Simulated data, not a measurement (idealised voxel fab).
Process module under the name voxel transistor to metal
Section shown: cut. Width: 175 nm. Cell size: 5 nm, square.
A cross-section is written here as square cells arranged in a grid, and it is given in bands from the top down, each band taking up one or more rows of cells.
What a band's entry tells you: where the top is and where the bottom is, as heights in nm, and after that what lies inside, material by material from left to right, each with its width in nm. Empty space is written as the word "blank", and a single material marked with the word "all across" occupies the band from edge to edge.
Measure heights from 0. That's the level where, below it, the as-received wafer is all one material. The lowest band is bottomless and extends downward; write it as in "z 0 and below".
So if you see something like "30->40" for the width, read it as the top row of the band sitting at the first number and the bottom row at the second, with every row in between moving by the same amount as the last.
You'll sometimes find "everything unchanged" written for a step, and that's the way of saying that nowhere in the cross-section did a cell change during that step.
Heads up: "Voids, sealed" only lists the empty pockets with no open path to the top that are 8 cells or more, and it writes them as width x height at distance, distance from the left edge, in nm.
It should be noted that, on the line of a given step, the content following the step's settings is a remark produced by the simulator itself with respect to that step.
Steps that use a mask can have "overlay nm" on their line. It says how far the mask sat to the right of where it was meant to be. Negative means to the left.
### Set out below are the planned steps of the process
1) RECEIVE, material Si
2) OXIDIZE, depth nm 5
3) CONFORMAL_DEP, material SiN, thk nm 15
4) MASKED_ETCH, tone cover, mask id ACTIVE, width nm 105, etch materials SiN, depth nm 15, overlay nm 0
5) MASKED_ETCH, tone cover, mask id ACTIVE, width nm 105, etch materials SiO2, depth nm 5, overlay nm 0
6) MASKED_ETCH, tone cover, mask id ACTIVE, width nm 105, etch materials Si, depth nm 25, overlay nm 0
7) OXIDIZE, depth nm 5
8) FILL_DEP, material SiO2, thk nm 5
9) CMP, height nm 15
10) SELECTIVE_ETCH, etch materials SiO2, depth nm 15
11) STRIP, etch materials SiN
12) SELECTIVE_ETCH, etch materials SiO2, depth nm 5
13) OXIDIZE, depth nm 5
14) DIRECTIONAL_DEP, material polySi, thk nm 20
15) DIRECTIONAL_DEP, material SiCN, thk nm 10
16) DIRECTIONAL_DEP, material aC, thk nm 15
17) PATTERN, tone cover, mask id GATE, material resist, width nm 35, thk nm 35, overlay nm 0
18) DIRECTIONAL_ETCH, etch materials aC, depth nm 15
19) STRIP, etch materials resist
20) DIRECTIONAL_ETCH, etch materials SiCN, depth nm 20
21) DIRECTIONAL_ETCH, etch materials polySi, depth nm 30
22) STRIP, etch materials aC
23) CONFORMAL_DEP, material SiN, thk nm 5
24) DIRECTIONAL_ETCH, etch materials SiN, depth nm 5
25) DIRECTIONAL_ETCH, etch materials SiO2, depth nm 5
26) DIRECTIONAL_ETCH, etch materials Si, depth nm 10
27) EPI, material SiGe, thk nm 15
28) FILL_DEP, material SiO2, thk nm 5
29) CMP, height nm 15
30) STRIP, etch materials polySi
31) SELECTIVE_ETCH, etch materials SiO2, depth nm 5
32) CONFORMAL_DEP, material HfO2, thk nm 5
33) CONFORMAL_DEP, material TiN, thk nm 5
34) FILL_DEP, material W, thk nm 5
35) CMP, height nm 10
36) DIRECTIONAL_DEP, material SiO2, thk nm 15
37) MASKED_ETCH, tone open, mask id CONTACT, width nm 15, pitch nm 80, etch materials SiO2, depth nm 30, overlay nm 0
38) CONFORMAL_DEP, material TiN, thk nm 5
39) FILL_DEP, material W, thk nm 5
40) CMP, height nm 25
41) DIRECTIONAL_DEP, material TiN, thk nm 5
42) DIRECTIONAL_DEP, material W, thk nm 15
43) MASKED_ETCH, tone cover, mask id METAL_1, width nm 15, pitch nm 80, etch materials W, depth nm 15, overlay nm 0
44) MASKED_ETCH, tone cover, mask id METAL_1, width nm 15, pitch nm 80, etch materials TiN, depth nm 5, overlay nm 0
45) CONFORMAL_DEP, material SiCN, thk nm 5
46) FILL_DEP, material lowk, thk nm 5
47) CMP, height nm 45
48) CONFORMAL_DEP, material SiCN, thk nm 5
49) DIRECTIONAL_DEP, material SiO2, thk nm 30
50) PATTERN, tone open, mask id METAL_2, material resist, width nm 15, pitch nm 80, thk nm 15, overlay nm 0
51) DIRECTIONAL_ETCH, etch materials SiO2, depth nm 15
52) STRIP, etch materials resist
53) DIRECTIONAL_DEP, material aC, thk nm 10
54) PATTERN, tone open, mask id METAL_2_HOLES, material resist, width nm 15, pitch nm 80, thk nm 30, overlay nm 0
55) DIRECTIONAL_ETCH, etch materials aC, depth nm 10
56) STRIP, etch materials resist
57) DIRECTIONAL_ETCH, etch materials SiO2, depth nm 15
58) DIRECTIONAL_ETCH, etch materials SiCN, depth nm 5
59) STRIP, etch materials aC
60) CONFORMAL_DEP, material TiN, thk nm 5
61) FILL_DEP, material Cu, thk nm 10
62) CMP, height nm 80
63) CONFORMAL_DEP, material SiCN, thk nm 5
### Concerning the first of two wafers, which was run in accordance with the plan
### Cross-section of the wafer upon arrival, representing the state reached after step 1
    z 0 and below  Si all across
    Voids, sealed: none
### The wafer in cross-section once step 2 is complete
    z 0 to -5  SiO2 all across
    Everything below -5 is unchanged.
### The wafer in cross-section once step 3 is complete
    z 15 to 0  SiN all across
    Everything below 0 is unchanged.
### The wafer in cross-section once step 4 is complete
    z 15 to 0  blank (35) / SiN (105) / blank (35)
    Everything below 0 is unchanged.
### The wafer in cross-section once step 5 is complete
    z 15 to 0  blank (35) / SiN (105) / blank (35)
    z 0 to -5  blank (35) / SiO2 (105) / blank (35)
    Everything below -5 is unchanged.
### The wafer in cross-section once step 6 is complete
    z 15 to 0  blank (35) / SiN (105) / blank (35)
    z 0 to -5  blank (35) / SiO2 (105) / blank (35)
    z -5 to -30  blank (35) / Si (105) / blank (35)
    Everything below -30 is unchanged.
### The wafer in cross-section once step 7 is complete
    z 15 to 0  blank (35) / SiN (105) / blank (35)
    z 0 to -5  blank (35) / SiO2 (105) / blank (35)
    z -5 to -30  blank (35) / SiO2 (5) / Si (95) / SiO2 (5) / blank (35)
    z -30 to -35  SiO2 (40) / Si (95) / SiO2 (40)
    Everything below -35 is unchanged.
### The wafer in cross-section once step 8 is complete
    z 20 to 15  SiO2 all across
    z 15 to 0  SiO2 (35) / SiN (105) / SiO2 (35)
    z 0 to -5  SiO2 all across
    z -5 to -35  SiO2 (40) / Si (95) / SiO2 (40)
    Everything below -35 is unchanged.
### The wafer in cross-section once step 9 is complete
    z 15 to 0  SiO2 (35) / SiN (105) / SiO2 (35)
    Everything below 0 is unchanged.
### The wafer in cross-section once step 10 is complete
    z 15 to 0  blank (35) / SiN (105) / blank (35)
    Everything below 0 is unchanged.
### The wafer in cross-section once step 11 is complete
    z 0 to -5  SiO2 all across
    Everything below -5 is unchanged.
### The wafer in cross-section once step 12 is complete
    z -5 to -35  SiO2 (40) / Si (95) / SiO2 (40)
    Everything below -35 is unchanged.
### The wafer in cross-section once step 13 is complete
    z -5 to -10  SiO2 all across
    Everything below -10 is unchanged.
### The wafer in cross-section once step 14 is complete
    z 15 to -5  polySi all across
    Everything below -5 is unchanged.
### The wafer in cross-section once step 15 is complete
    z 25 to 15  SiCN all across
    Everything below 15 is unchanged.
### The wafer in cross-section once step 16 is complete
    z 40 to 25  aC all across
    Everything below 25 is unchanged.
### The wafer in cross-section once step 17 is complete
    z 75 to 40  blank (70) / resist (35) / blank (70)
    Everything below 40 is unchanged.
### The wafer in cross-section once step 18 is complete
    z 60 to 40  blank (70) / resist (35) / blank (70)
    z 40 to 25  blank (70) / aC (35) / blank (70)
    Everything below 25 is unchanged.
### The wafer in cross-section once step 19 is complete
    z 40 to 25  blank (70) / aC (35) / blank (70)
    Everything below 25 is unchanged.
### The wafer in cross-section once step 20 is complete
    z 40 to 25  blank (70) / aC (35) / blank (70)
    z 25 to 15  blank (70) / SiCN (35) / blank (70)
    Everything below 15 is unchanged.
### The wafer in cross-section once step 21 is complete
    z 40 to 25  blank (70) / aC (35) / blank (70)
    z 25 to 15  blank (70) / SiCN (35) / blank (70)
    z 15 to -5  blank (70) / polySi (35) / blank (70)
    Everything below -5 is unchanged.
### The wafer in cross-section once step 22 is complete
    z 25 to 15  blank (70) / SiCN (35) / blank (70)
    Everything below 15 is unchanged.
### The wafer in cross-section once step 23 is complete
    z 30 to 25  blank (65) / SiN (45) / blank (65)
    z 25 to 15  blank (65) / SiN (5) / SiCN (35) / SiN (5) / blank (65)
    z 15 to 0  blank (65) / SiN (5) / polySi (35) / SiN (5) / blank (65)
    z 0 to -5  SiN (70) / polySi (35) / SiN (70)
    Everything below -5 is unchanged.
### The wafer in cross-section once step 24 is complete
    z 25 to 15  blank (65) / SiN (5) / SiCN (35) / SiN (5) / blank (65)
    z 15 to -5  blank (65) / SiN (5) / polySi (35) / SiN (5) / blank (65)
    Everything below -5 is unchanged.
### The wafer in cross-section once step 25 is complete
    z 25 to 15  blank (65) / SiN (5) / SiCN (35) / SiN (5) / blank (65)
    z 15 to -5  blank (65) / SiN (5) / polySi (35) / SiN (5) / blank (65)
    z -5 to -10  blank (65) / SiO2 (45) / blank (65)
    Everything below -10 is unchanged.
### The wafer in cross-section once step 26 is complete
    z 25 to 15  blank (65) / SiN (5) / SiCN (35) / SiN (5) / blank (65)
    z 15 to -5  blank (65) / SiN (5) / polySi (35) / SiN (5) / blank (65)
    z -5 to -10  blank (65) / SiO2 (45) / blank (65)
    z -10 to -20  SiO2 (40) / blank (25) / Si (45) / blank (25) / SiO2 (40)
    Everything below -20 is unchanged.
### The wafer in cross-section once step 27 is complete
    z 25 to 15  blank (65) / SiN (5) / SiCN (35) / SiN (5) / blank (65)
    z 15 to 5  blank (65) / SiN (5) / polySi (35) / SiN (5) / blank (65)
    z 5 to -5  blank (50) / SiGe (15) / SiN (5) / polySi (35) / SiN (5) / SiGe (15) / blank (50)
    z -5 to -10  blank (35) / SiGe (30) / SiO2 (45) / SiGe (30) / blank (35)
    z -10 to -20  SiO2 (40) / SiGe (25) / Si (45) / SiGe (25) / SiO2 (40)
    Everything below -20 is unchanged.
### The wafer in cross-section once step 28 is complete
    z 30 to 25  SiO2 all across
    z 25 to 15  SiO2 (65) / SiN (5) / SiCN (35) / SiN (5) / SiO2 (65)
    z 15 to 5  SiO2 (65) / SiN (5) / polySi (35) / SiN (5) / SiO2 (65)
    z 5 to -5  SiO2 (50) / SiGe (15) / SiN (5) / polySi (35) / SiN (5) / SiGe (15) / SiO2 (50)
    z -5 to -10  SiO2 (35) / SiGe (30) / SiO2 (45) / SiGe (30) / SiO2 (35)
    Everything below -10 is unchanged.
### The wafer in cross-section once step 29 is complete
    z 15 to 5  SiO2 (65) / SiN (5) / polySi (35) / SiN (5) / SiO2 (65)
    Everything below 5 is unchanged.
### The wafer in cross-section once step 30 is complete
    z 15 to 5  SiO2 (65) / SiN (5) / blank (35) / SiN (5) / SiO2 (65)
    z 5 to -5  SiO2 (50) / SiGe (15) / SiN (5) / blank (35) / SiN (5) / SiGe (15) / SiO2 (50)
    Everything below -5 is unchanged.
### The wafer in cross-section once step 31 is complete
    z 15 to 10  blank (65) / SiN (5) / blank (35) / SiN (5) / blank (65)
    z 10 to 5  SiO2 (65) / SiN (5) / blank (35) / SiN (5) / SiO2 (65)
    z 5 to -5  SiO2 (50) / SiGe (15) / SiN (5) / blank (35) / SiN (5) / SiGe (15) / SiO2 (50)
    z -5 to -10  SiO2 (35) / SiGe (30) / blank (45) / SiGe (30) / SiO2 (35)
    Everything below -10 is unchanged.
### The wafer in cross-section once step 32 is complete
    z 20 to 15  blank (60) / HfO2 (15) / blank (25) / HfO2 (15) / blank (60)
    z 15 to 10  HfO2 (65) / SiN (5) / HfO2 (5) / blank (25) / HfO2 (5) / SiN (5) / HfO2 (65)
    z 10 to 5  SiO2 (65) / SiN (5) / HfO2 (5) / blank (25) / HfO2 (5) / SiN (5) / SiO2 (65)
    z 5 to -5  SiO2 (50) / SiGe (15) / SiN (5) / HfO2 (5) / blank (25) / HfO2 (5) / SiN (5) / SiGe (15) / SiO2 (50)
    z -5 to -10  SiO2 (35) / SiGe (30) / HfO2 (45) / SiGe (30) / SiO2 (35)
    Everything below -10 is unchanged.
### The wafer in cross-section once step 33 is complete
    z 25 to 20  blank (55) / TiN (25) / blank (15) / TiN (25) / blank (55)
    z 20 to 15  TiN (60) / HfO2 (15) / TiN (5) / blank (15) / TiN (5) / HfO2 (15) / TiN (60)
    z 15 to 10  HfO2 (65) / SiN (5) / HfO2 (5) / TiN (5) / blank (15) / TiN (5) / HfO2 (5) / SiN (5) / HfO2 (65)
    z 10 to 5  SiO2 (65) / SiN (5) / HfO2 (5) / TiN (5) / blank (15) / TiN (5) / HfO2 (5) / SiN (5) / SiO2 (65)
    z 5 to 0  SiO2 (50) / SiGe (15) / SiN (5) / HfO2 (5) / TiN (5) / blank (15) / TiN (5) / HfO2 (5) / SiN (5) / SiGe (15) / SiO2 (50)
    z 0 to -5  SiO2 (50) / SiGe (15) / SiN (5) / HfO2 (5) / TiN (25) / HfO2 (5) / SiN (5) / SiGe (15) / SiO2 (50)
    Everything below -5 is unchanged.
### The wafer in cross-section once step 34 is complete
    z 30 to 25  W all across
    z 25 to 20  W (55) / TiN (25) / W (15) / TiN (25) / W (55)
    z 20 to 15  TiN (60) / HfO2 (15) / TiN (5) / W (15) / TiN (5) / HfO2 (15) / TiN (60)
    z 15 to 10  HfO2 (65) / SiN (5) / HfO2 (5) / TiN (5) / W (15) / TiN (5) / HfO2 (5) / SiN (5) / HfO2 (65)
    z 10 to 5  SiO2 (65) / SiN (5) / HfO2 (5) / TiN (5) / W (15) / TiN (5) / HfO2 (5) / SiN (5) / SiO2 (65)
    z 5 to 0  SiO2 (50) / SiGe (15) / SiN (5) / HfO2 (5) / TiN (5) / W (15) / TiN (5) / HfO2 (5) / SiN (5) / SiGe (15) / SiO2 (50)
    Everything below 0 is unchanged.
### The wafer in cross-section once step 35 is complete
    z 10 to 5  SiO2 (65) / SiN (5) / HfO2 (5) / TiN (5) / W (15) / TiN (5) / HfO2 (5) / SiN (5) / SiO2 (65)
    Everything below 5 is unchanged.
### The wafer in cross-section once step 36 is complete
    z 25 to 10  SiO2 all across
    Everything below 10 is unchanged.
### The wafer in cross-section once step 37 is complete
    z 25 to 10  SiO2 (40) / blank (15) / SiO2 (65) / blank (15) / SiO2 (40)
    z 10 to 5  SiO2 (40) / blank (15) / SiO2 (10) / SiN (5) / HfO2 (5) / TiN (5) / W (15) / TiN (5) / HfO2 (5) / SiN (5) / SiO2 (10) / blank (15) / SiO2 (40)
    z 5 to 0  SiO2 (40) / blank (10) / SiGe (15) / SiN (5) / HfO2 (5) / TiN (5) / W (15) / TiN (5) / HfO2 (5) / SiN (5) / SiGe (15) / blank (10) / SiO2 (40)
    z 0 to -5  SiO2 (40) / blank (10) / SiGe (15) / SiN (5) / HfO2 (5) / TiN (25) / HfO2 (5) / SiN (5) / SiGe (15) / blank (10) / SiO2 (40)
    Everything below -5 is unchanged.
### The wafer in cross-section once step 38 is complete
    z 30 to 25  TiN (45) / blank (5) / TiN (75) / blank (5) / TiN (45)
    z 25 to 10  SiO2 (40) / TiN (5) / blank (5) / TiN (5) / SiO2 (65) / TiN (5) / blank (5) / TiN (5) / SiO2 (40)
    z 10 to 5  SiO2 (40) / TiN (15) / SiO2 (10) / SiN (5) / HfO2 (5) / TiN (5) / W (15) / TiN (5) / HfO2 (5) / SiN (5) / SiO2 (10) / TiN (15) / SiO2 (40)
    z 5 to 0  SiO2 (40) / TiN (10) / SiGe (15) / SiN (5) / HfO2 (5) / TiN (5) / W (15) / TiN (5) / HfO2 (5) / SiN (5) / SiGe (15) / TiN (10) / SiO2 (40)
    z 0 to -5  SiO2 (40) / TiN (10) / SiGe (15) / SiN (5) / HfO2 (5) / TiN (25) / HfO2 (5) / SiN (5) / SiGe (15) / TiN (10) / SiO2 (40)
    Everything below -5 is unchanged.
### The wafer in cross-section once step 39 is complete
    z 35 to 30  W all across
    z 30 to 25  TiN (45) / W (5) / TiN (75) / W (5) / TiN (45)
    z 25 to 10  SiO2 (40) / TiN (5) / W (5) / TiN (5) / SiO2 (65) / TiN (5) / W (5) / TiN (5) / SiO2 (40)
    Everything below 10 is unchanged.
### The wafer in cross-section once step 40 is complete
    z 25 to 10  SiO2 (40) / TiN (5) / W (5) / TiN (5) / SiO2 (65) / TiN (5) / W (5) / TiN (5) / SiO2 (40)
    Everything below 10 is unchanged.
### The wafer in cross-section once step 41 is complete
    z 30 to 25  TiN all across
    Everything below 25 is unchanged.
### The wafer in cross-section once step 42 is complete
    z 45 to 30  W all across
    Everything below 30 is unchanged.
### The wafer in cross-section once step 43 is complete
    z 45 to 30  blank (40) / W (15) / blank (65) / W (15) / blank (40)
    Everything below 30 is unchanged.
### The wafer in cross-section once step 44 is complete
    z 45 to 30  blank (40) / W (15) / blank (65) / W (15) / blank (40)
    z 30 to 25  blank (40) / TiN (15) / blank (65) / TiN (15) / blank (40)
    Everything below 25 is unchanged.
### The wafer in cross-section once step 45 is complete
    z 50 to 45  blank (35) / SiCN (25) / blank (55) / SiCN (25) / blank (35)
    z 45 to 30  blank (35) / SiCN (5) / W (15) / SiCN (5) / blank (55) / SiCN (5) / W (15) / SiCN (5) / blank (35)
    z 30 to 25  SiCN (40) / TiN (15) / SiCN (65) / TiN (15) / SiCN (40)
    Everything below 25 is unchanged.
### The wafer in cross-section once step 46 is complete
    z 55 to 50  lowk all across
    z 50 to 45  lowk (35) / SiCN (25) / lowk (55) / SiCN (25) / lowk (35)
    z 45 to 30  lowk (35) / SiCN (5) / W (15) / SiCN (5) / lowk (55) / SiCN (5) / W (15) / SiCN (5) / lowk (35)
    Everything below 30 is unchanged.
### The wafer in cross-section once step 47 is complete
    z 45 to 30  lowk (35) / SiCN (5) / W (15) / SiCN (5) / lowk (55) / SiCN (5) / W (15) / SiCN (5) / lowk (35)
    Everything below 30 is unchanged.
### The wafer in cross-section once step 48 is complete
    z 50 to 45  SiCN all across
    Everything below 45 is unchanged.
### The wafer in cross-section once step 49 is complete
    z 80 to 50  SiO2 all across
    Everything below 50 is unchanged.
### The wafer in cross-section once step 50 is complete
    z 95 to 80  resist (40) / blank (15) / resist (65) / blank (15) / resist (40)
    Everything below 80 is unchanged.
### The wafer in cross-section once step 51 is complete
    z 95 to 80  resist (40) / blank (15) / resist (65) / blank (15) / resist (40)
    z 80 to 65  SiO2 (40) / blank (15) / SiO2 (65) / blank (15) / SiO2 (40)
    Everything below 65 is unchanged.
### The wafer in cross-section once step 52 is complete
    z 80 to 65  SiO2 (40) / blank (15) / SiO2 (65) / blank (15) / SiO2 (40)
    Everything below 65 is unchanged.
### The wafer in cross-section once step 53 is complete
    z 90 to 80  aC (40) / blank (15) / aC (65) / blank (15) / aC (40)
    z 80 to 75  SiO2 (40) / blank (15) / SiO2 (65) / blank (15) / SiO2 (40)
    z 75 to 65  SiO2 (40) / aC (15) / SiO2 (65) / aC (15) / SiO2 (40)
    Everything below 65 is unchanged.
### The wafer in cross-section once step 54 is complete
    z 120 to 90  resist (40) / blank (15) / resist (65) / blank (15) / resist (40)
    Everything below 90 is unchanged.
### The wafer in cross-section once step 55 is complete
    z 110 to 90  resist (40) / blank (15) / resist (65) / blank (15) / resist (40)
    z 90 to 80  aC (40) / blank (15) / aC (65) / blank (15) / aC (40)
    z 80 to 65  SiO2 (40) / blank (15) / SiO2 (65) / blank (15) / SiO2 (40)
    Everything below 65 is unchanged.
### The wafer in cross-section once step 56 is complete
    z 90 to 80  aC (40) / blank (15) / aC (65) / blank (15) / aC (40)
    Everything below 80 is unchanged.
### The wafer in cross-section once step 57 is complete
    z 90 to 80  aC (40) / blank (15) / aC (65) / blank (15) / aC (40)
    z 80 to 50  SiO2 (40) / blank (15) / SiO2 (65) / blank (15) / SiO2 (40)
    Everything below 50 is unchanged.
### The wafer in cross-section once step 58 is complete
    z 90 to 80  aC (40) / blank (15) / aC (65) / blank (15) / aC (40)
    z 80 to 50  SiO2 (40) / blank (15) / SiO2 (65) / blank (15) / SiO2 (40)
    z 50 to 45  SiCN (40) / blank (15) / SiCN (65) / blank (15) / SiCN (40)
    Everything below 45 is unchanged.
### The wafer in cross-section once step 59 is complete
    z 80 to 50  SiO2 (40) / blank (15) / SiO2 (65) / blank (15) / SiO2 (40)
    Everything below 50 is unchanged.
### The wafer in cross-section once step 60 is complete
    z 85 to 80  TiN (45) / blank (5) / TiN (75) / blank (5) / TiN (45)
    z 80 to 50  SiO2 (40) / TiN (5) / blank (5) / TiN (5) / SiO2 (65) / TiN (5) / blank (5) / TiN (5) / SiO2 (40)
    z 50 to 45  SiCN (40) / TiN (15) / SiCN (65) / TiN (15) / SiCN (40)
    Everything below 45 is unchanged.
### The wafer in cross-section once step 61 is complete
    z 95 to 85  Cu all across
    z 85 to 80  TiN (45) / Cu (5) / TiN (75) / Cu (5) / TiN (45)
    z 80 to 50  SiO2 (40) / TiN (5) / Cu (5) / TiN (5) / SiO2 (65) / TiN (5) / Cu (5) / TiN (5) / SiO2 (40)
    Everything below 50 is unchanged.
### The wafer in cross-section once step 62 is complete
    z 80 to 50  SiO2 (40) / TiN (5) / Cu (5) / TiN (5) / SiO2 (65) / TiN (5) / Cu (5) / TiN (5) / SiO2 (40)
    Everything below 50 is unchanged.
### The wafer in cross-section once step 63 is complete
    z 85 to 80  SiCN all across
    Everything below 80 is unchanged.
### Second wafer - shared start and plan with the first - one error in running - same as the first up to step 36 inclusive
### Cross-section of the second wafer at the time by which step 37 should have been completed according to the plan
    z 25 to 10  blank (40) / SiO2 (15) / blank (65) / SiO2 (15) / blank (40)
    z 10 to 5  blank (40) / SiO2 (15) / blank (10) / SiN (5) / HfO2 (5) / TiN (5) / W (15) / TiN (5) / HfO2 (5) / SiN (5) / blank (10) / SiO2 (15) / blank (40)
    z 5 to 0  blank (40) / SiO2 (10) / SiGe (15) / SiN (5) / HfO2 (5) / TiN (5) / W (15) / TiN (5) / HfO2 (5) / SiN (5) / SiGe (15) / SiO2 (10) / blank (40)
    z 0 to -5  blank (40) / SiO2 (10) / SiGe (15) / SiN (5) / HfO2 (5) / TiN (25) / HfO2 (5) / SiN (5) / SiGe (15) / SiO2 (10) / blank (40)
    Everything below -5 is unchanged.
### Cross-section of the second wafer at the time by which step 38 should have been completed according to the plan
    z 30 to 25  blank (35) / TiN (25) / blank (55) / TiN (25) / blank (35)
    z 25 to 15  blank (35) / TiN (5) / SiO2 (15) / TiN (5) / blank (55) / TiN (5) / SiO2 (15) / TiN (5) / blank (35)
    z 15 to 10  blank (35) / TiN (5) / SiO2 (15) / TiN (65) / SiO2 (15) / TiN (5) / blank (35)
    z 10 to 5  blank (35) / TiN (5) / SiO2 (15) / TiN (10) / SiN (5) / HfO2 (5) / TiN (5) / W (15) / TiN (5) / HfO2 (5) / SiN (5) / TiN (10) / SiO2 (15) / TiN (5) / blank (35)
    z 5 to 0  blank (35) / TiN (5) / SiO2 (10) / SiGe (15) / SiN (5) / HfO2 (5) / TiN (5) / W (15) / TiN (5) / HfO2 (5) / SiN (5) / SiGe (15) / SiO2 (10) / TiN (5) / blank (35)
    z 0 to -5  TiN (40) / SiO2 (10) / SiGe (15) / SiN (5) / HfO2 (5) / TiN (25) / HfO2 (5) / SiN (5) / SiGe (15) / SiO2 (10) / TiN (40)
    Everything below -5 is unchanged.
### Cross-section of the second wafer at the time by which step 39 should have been completed according to the plan
    z 35 to 30  W all across
    z 30 to 25  W (35) / TiN (25) / W (55) / TiN (25) / W (35)
    z 25 to 15  W (35) / TiN (5) / SiO2 (15) / TiN (5) / W (55) / TiN (5) / SiO2 (15) / TiN (5) / W (35)
    z 15 to 10  W (35) / TiN (5) / SiO2 (15) / TiN (65) / SiO2 (15) / TiN (5) / W (35)
    z 10 to 5  W (35) / TiN (5) / SiO2 (15) / TiN (10) / SiN (5) / HfO2 (5) / TiN (5) / W (15) / TiN (5) / HfO2 (5) / SiN (5) / TiN (10) / SiO2 (15) / TiN (5) / W (35)
    z 5 to 0  W (35) / TiN (5) / SiO2 (10) / SiGe (15) / SiN (5) / HfO2 (5) / TiN (5) / W (15) / TiN (5) / HfO2 (5) / SiN (5) / SiGe (15) / SiO2 (10) / TiN (5) / W (35)
    Everything below 0 is unchanged.
### Cross-section of the second wafer at the time by which step 40 should have been completed according to the plan
    z 25 to 15  W (35) / TiN (5) / SiO2 (15) / TiN (5) / W (55) / TiN (5) / SiO2 (15) / TiN (5) / W (35)
    Everything below 15 is unchanged.
### Cross-section of the second wafer at the time by which step 41 should have been completed according to the plan
    z 30 to 25  TiN all across
    Everything below 25 is unchanged.
### Cross-section of the second wafer at the time by which step 42 should have been completed according to the plan
    z 45 to 30  W all across
    Everything below 30 is unchanged.
### Cross-section of the second wafer at the time by which step 43 should have been completed according to the plan
    z 45 to 30  blank (40) / W (15) / blank (65) / W (15) / blank (40)
    Everything below 30 is unchanged.
### Cross-section of the second wafer at the time by which step 44 should have been completed according to the plan
    z 45 to 30  blank (40) / W (15) / blank (65) / W (15) / blank (40)
    z 30 to 25  blank (40) / TiN (15) / blank (65) / TiN (15) / blank (40)
    Everything below 25 is unchanged.
### Cross-section of the second wafer at the time by which step 45 should have been completed according to the plan
    z 50 to 45  blank (35) / SiCN (25) / blank (55) / SiCN (25) / blank (35)
    z 45 to 30  blank (35) / SiCN (5) / W (15) / SiCN (5) / blank (55) / SiCN (5) / W (15) / SiCN (5) / blank (35)
    z 30 to 25  SiCN (40) / TiN (15) / SiCN (65) / TiN (15) / SiCN (40)
    Everything below 25 is unchanged.
### Cross-section of the second wafer at the time by which step 46 should have been completed according to the plan
    z 55 to 50  lowk all across
    z 50 to 45  lowk (35) / SiCN (25) / lowk (55) / SiCN (25) / lowk (35)
    z 45 to 30  lowk (35) / SiCN (5) / W (15) / SiCN (5) / lowk (55) / SiCN (5) / W (15) / SiCN (5) / lowk (35)
    Everything below 30 is unchanged.
### Cross-section of the second wafer at the time by which step 47 should have been completed according to the plan
    z 45 to 30  lowk (35) / SiCN (5) / W (15) / SiCN (5) / lowk (55) / SiCN (5) / W (15) / SiCN (5) / lowk (35)
    Everything below 30 is unchanged.
### Cross-section of the second wafer at the time by which step 48 should have been completed according to the plan
    z 50 to 45  SiCN all across
    Everything below 45 is unchanged.
### Cross-section of the second wafer at the time by which step 49 should have been completed according to the plan
    z 80 to 50  SiO2 all across
    Everything below 50 is unchanged.
### Cross-section of the second wafer at the time by which step 50 should have been completed according to the plan
    z 95 to 80  resist (40) / blank (15) / resist (65) / blank (15) / resist (40)
    Everything below 80 is unchanged.
### Cross-section of the second wafer at the time by which step 51 should have been completed according to the plan
    z 95 to 80  resist (40) / blank (15) / resist (65) / blank (15) / resist (40)
    z 80 to 65  SiO2 (40) / blank (15) / SiO2 (65) / blank (15) / SiO2 (40)
    Everything below 65 is unchanged.
### Cross-section of the second wafer at the time by which step 52 should have been completed according to the plan
    z 80 to 65  SiO2 (40) / blank (15) / SiO2 (65) / blank (15) / SiO2 (40)
    Everything below 65 is unchanged.
### Cross-section of the second wafer at the time by which step 53 should have been completed according to the plan
    z 90 to 80  aC (40) / blank (15) / aC (65) / blank (15) / aC (40)
    z 80 to 75  SiO2 (40) / blank (15) / SiO2 (65) / blank (15) / SiO2 (40)
    z 75 to 65  SiO2 (40) / aC (15) / SiO2 (65) / aC (15) / SiO2 (40)
    Everything below 65 is unchanged.
### Cross-section of the second wafer at the time by which step 54 should have been completed according to the plan
    z 120 to 90  resist (40) / blank (15) / resist (65) / blank (15) / resist (40)
    Everything below 90 is unchanged.
### Cross-section of the second wafer at the time by which step 55 should have been completed according to the plan
    z 110 to 90  resist (40) / blank (15) / resist (65) / blank (15) / resist (40)
    z 90 to 80  aC (40) / blank (15) / aC (65) / blank (15) / aC (40)
    z 80 to 65  SiO2 (40) / blank (15) / SiO2 (65) / blank (15) / SiO2 (40)
    Everything below 65 is unchanged.
### Cross-section of the second wafer at the time by which step 56 should have been completed according to the plan
    z 90 to 80  aC (40) / blank (15) / aC (65) / blank (15) / aC (40)
    Everything below 80 is unchanged.
### Cross-section of the second wafer at the time by which step 57 should have been completed according to the plan
    z 90 to 80  aC (40) / blank (15) / aC (65) / blank (15) / aC (40)
    z 80 to 50  SiO2 (40) / blank (15) / SiO2 (65) / blank (15) / SiO2 (40)
    Everything below 50 is unchanged.
### Cross-section of the second wafer at the time by which step 58 should have been completed according to the plan
    z 90 to 80  aC (40) / blank (15) / aC (65) / blank (15) / aC (40)
    z 80 to 50  SiO2 (40) / blank (15) / SiO2 (65) / blank (15) / SiO2 (40)
    z 50 to 45  SiCN (40) / blank (15) / SiCN (65) / blank (15) / SiCN (40)
    Everything below 45 is unchanged.
### Cross-section of the second wafer at the time by which step 59 should have been completed according to the plan
    z 80 to 50  SiO2 (40) / blank (15) / SiO2 (65) / blank (15) / SiO2 (40)
    Everything below 50 is unchanged.
### Cross-section of the second wafer at the time by which step 60 should have been completed according to the plan
    z 85 to 80  TiN (45) / blank (5) / TiN (75) / blank (5) / TiN (45)
    z 80 to 50  SiO2 (40) / TiN (5) / blank (5) / TiN (5) / SiO2 (65) / TiN (5) / blank (5) / TiN (5) / SiO2 (40)
    z 50 to 45  SiCN (40) / TiN (15) / SiCN (65) / TiN (15) / SiCN (40)
    Everything below 45 is unchanged.
### Cross-section of the second wafer at the time by which step 61 should have been completed according to the plan
    z 95 to 85  Cu all across
    z 85 to 80  TiN (45) / Cu (5) / TiN (75) / Cu (5) / TiN (45)
    z 80 to 50  SiO2 (40) / TiN (5) / Cu (5) / TiN (5) / SiO2 (65) / TiN (5) / Cu (5) / TiN (5) / SiO2 (40)
    Everything below 50 is unchanged.
### Cross-section of the second wafer at the time by which step 62 should have been completed according to the plan
    z 80 to 50  SiO2 (40) / TiN (5) / Cu (5) / TiN (5) / SiO2 (65) / TiN (5) / Cu (5) / TiN (5) / SiO2 (40)
    Everything below 50 is unchanged.
### Cross-section of the second wafer at the time by which step 63 should have been completed according to the plan
    z 85 to 80  SiCN all across
    Everything below 80 is unchanged.
Misprocessing identified: step 37 ran differently from the plan; actual operation with settings: MASKED_ETCH, tone cover, mask id CONTACT, width nm 15, pitch nm 80, etch materials SiO2, depth nm 30, overlay nm 0
Upon completion, the second wafer contains, in terms of cells, a greater or smaller amount of certain materials than the first wafer: -107 SiO2; +21 TiN; +86 W
